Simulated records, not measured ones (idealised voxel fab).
process module | voxel self aligned vias
cross-section cut | 250 nm wide | cells 5 nm
A cross-section is a grid of square cells, given in bands from the top down. A band is one or more rows of cells.
Each band's line starts with the height of the band's top and of its bottom, in nm. Then come its materials from left to right, each with its width in nm. One material with "throughout" fills the band from edge to edge. "air" is empty space.
Height 0 is the level under which the wafer as received is all one material. The lowest band goes on downwards, as in "0 down".
A width such as "30 to 40" changes by the same amount from each row of cells to the next, from the band's top row to its bottom row.
"no change" after a step means that no cell of the cross-section changed.
closed voids: empty space of 8 cells or more with no open way to the top, each as width x height at its distance from the left edge, in nm
after a step's settings: what the simulator itself notes on the step
overlay nm, on a step with a mask: how far to the right of its planned place the mask lay; to the left if negative
plan
1 op RECEIVE | material Si
2 op CONFORMAL_DEP | material SiO2 | thk nm 15
3 op CONFORMAL_DEP | material SiCN | thk nm 5
4 op DIRECTIONAL_DEP | material SiO2 | thk nm 20
5 op MASKED_ETCH | tone open | mask id LINES | width nm 20 | pitch nm 60 | etch materials SiO2 | depth nm 20 | overlay nm 0
6 op CONFORMAL_DEP | material TiN | thk nm 5
7 op FILL_DEP | material Ru | thk nm 5
8 op CMP | height nm 40
9 op SELECTIVE_ETCH | etch materials W Ru TiN | depth nm 10
10 op FILL_DEP | material SiN | thk nm 5
11 op CMP | height nm 40
12 op DIRECTIONAL_DEP | material SiO2 | thk nm 15
13 op PATTERN | tone open | mask id VIAS | material resist | width nm 20 | pitch nm 120 | thk nm 20 | overlay nm 0
14 op DIRECTIONAL_ETCH | etch materials SiO2 | depth nm 15
15 op DIRECTIONAL_ETCH | etch materials SiN | depth nm 10
16 op STRIP | etch materials resist
17 op CONFORMAL_DEP | material TiN | thk nm 5
18 op FILL_DEP | material Ru | thk nm 10
19 op CMP | height nm 55
20 op CONFORMAL_DEP | material SiN | thk nm 5
varied across the wafers: width nm of step 13. The plan shows the first wafer's value. All wafers start alike
first wafer as received, after step 1
  0 down: Si throughout
  closed voids: none
first wafer at the end, after step 20
  60 to 55: SiN throughout
  55 to 40: SiO2 55 | TiN 5 | Ru 10 | TiN 5 | SiO2 100 | TiN 5 | Ru 10 | TiN 5 | SiO2 55
  40 to 35: SiO2 55 | TiN 5 | Ru 10 | TiN 5 | SiO2 40 | SiN 20 | SiO2 40 | TiN 5 | Ru 10 | TiN 5 | SiO2 55
  35 to 30: SiO2 55 | TiN 20 | SiO2 40 | SiN 20 | SiO2 40 | TiN 20 | SiO2 55
  30 to 25: SiO2 55 | TiN 5 | Ru 10 | TiN 5 | SiO2 40 | TiN 5 | Ru 10 | TiN 5 | SiO2 40 | TiN 5 | Ru 10 | TiN 5 | SiO2 55
  25 to 20: SiO2 55 | TiN 20 | SiO2 40 | TiN 20 | SiO2 40 | TiN 20 | SiO2 55
  20 to 15: SiCN throughout
  15 to 0: SiO2 throughout
  0 down: Si throughout
  closed voids: none
last wafer at the end
  60 to 55: SiN throughout
  55 to 45: SiO2 45 | TiN 5 | Ru 35 | TiN 5 | SiO2 75 | TiN 5 | Ru 35 | TiN 5 | SiO2 40
  45 to 40: SiO2 45 | TiN 15 | Ru 10 | TiN 20 | SiO2 75 | TiN 15 | Ru 10 | TiN 20 | SiO2 40
  40 to 35: SiO2 55 | TiN 5 | Ru 10 | TiN 5 | SiO2 40 | SiN 20 | SiO2 40 | TiN 5 | Ru 10 | TiN 5 | SiO2 55
  35 to 30: SiO2 55 | TiN 20 | SiO2 40 | SiN 20 | SiO2 40 | TiN 20 | SiO2 55
  30 to 25: SiO2 55 | TiN 5 | Ru 10 | TiN 5 | SiO2 40 | TiN 5 | Ru 10 | TiN 5 | SiO2 40 | TiN 5 | Ru 10 | TiN 5 | SiO2 55
  25 to 20: SiO2 55 | TiN 20 | SiO2 40 | TiN 20 | SiO2 40 | TiN 20 | SiO2 55
  20 to 15: SiCN throughout
  15 to 0: SiO2 throughout
  0 down: Si throughout
  closed voids: none
each wafer at the end: cells of each material gained (+) or lost (-) since it was received, then its closed voids
width nm 20 | +22 Ru | +50 SiCN | +58 SiN | +428 SiO2 | +42 TiN | closed voids: none
width nm 25 | +26 Ru | +50 SiCN | +58 SiN | +422 SiO2 | +44 TiN | closed voids: none
width nm 30 | +30 Ru | +50 SiCN | +58 SiN | +416 SiO2 | +46 TiN | closed voids: none
width nm 35 | +34 Ru | +50 SiCN | +58 SiN | +410 SiO2 | +48 TiN | closed voids: none
width nm 40 | +38 Ru | +50 SiCN | +58 SiN | +404 SiO2 | +50 TiN | closed voids: none
width nm 45 | +42 Ru | +50 SiCN | +58 SiN | +398 SiO2 | +52 TiN | closed voids: none
